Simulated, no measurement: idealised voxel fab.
Presented below is a process module, voxel ribs on slabs.
Section shown: cut. Width: 165 nm. Cell size: 5 nm, square.
A cross-section is a grid of square cells, given in bands from the top down. A band is one or more rows of cells.
The band entry comprises the height of the band's top followed by the height of its bottom, expressed in nm, and subsequently the band's materials from left to right, each stated together with its width in nm. Where a single material is marked with the word "full width", that material fills the band from edge to edge. The word "air" represents empty space.
Convention: height 0 is the level below which the wafer, as received, is all one material. The lowest band does not terminate at the bottom but continues downward, represented as "0 nm and below".
Think of "30->40" as a width that walks from the first number to the second as you go down the band, top row to bottom row, taking equal-sized steps from row to row.
"all unchanged" means the step left every cell of the cross-section as it was.
In the "Fully sealed cavities" entry, you get each enclosed empty space of 8 cells or more, one with no open way to the top, written width x height at distance, distance from the left edge, in nm.
On a step's line, text after the settings is the simulator commenting on that step.
overlay nm: right-of-plan distance of the mask on a masked step; negative values mean left-of-plan.

Planned process steps
step 1: RECEIVE,material Si
step 2: DIRECTIONAL_DEP,material SiO2,thk nm 25
step 3: DIRECTIONAL_DEP,material SiN,thk nm 15
step 4: MASKED_ETCH,tone cover,mask id RIB,width nm 25,etch materials SiN,depth nm 5,overlay nm 0
step 5: PATTERN,tone cover,mask id SLAB,material resist,width nm 55,thk nm 20,overlay nm 0
step 6: DIRECTIONAL_ETCH,etch materials SiN,depth nm 10
step 7: STRIP,etch materials resist
step 8: FILL_DEP,material SiO2,thk nm 15
step 9: CMP,height nm 50
step 10: DIRECTIONAL_DEP,material TiN,thk nm 5
step 11: PATTERN,tone cover,mask id HEATER,material resist,width nm 35,thk nm 20,overlay nm 0
step 12: DIRECTIONAL_ETCH,etch materials TiN,depth nm 5
step 13: STRIP,etch materials resist
step 14: CONFORMAL_DEP,material SiN,thk nm 10

as received, after step 1
  0 nm and below: Si full width
  Fully sealed cavities: none

What the wafer looks like in cross-section after this module, when it starts as shown above and follows the plan above but one mistake is made in running it
  65 nm to 60 nm: air (55) / SiN (55) / air (55)
  60 nm to 55 nm: SiN full width
  55 nm to 50 nm: SiN (65) / TiN (35) / SiN (65)
  50 nm to 40 nm: SiO2 full width
  40 nm to 35 nm: SiO2 (55) / SiN (15) / SiO2 (25) / SiN (15) / SiO2 (55)
  35 nm to 30 nm: SiO2 (55) / SiN (55) / SiO2 (55)
  30 nm to 25 nm: SiN full width
  25 nm to 0 nm: SiO2 full width
  0 nm and below: Si full width
  Fully sealed cavities: none
Processing error: off-plan run, step 4, actual operation and settings MASKED_ETCH,tone open,mask id RIB,width nm 25,etch materials SiN,depth nm 5,overlay nm 0
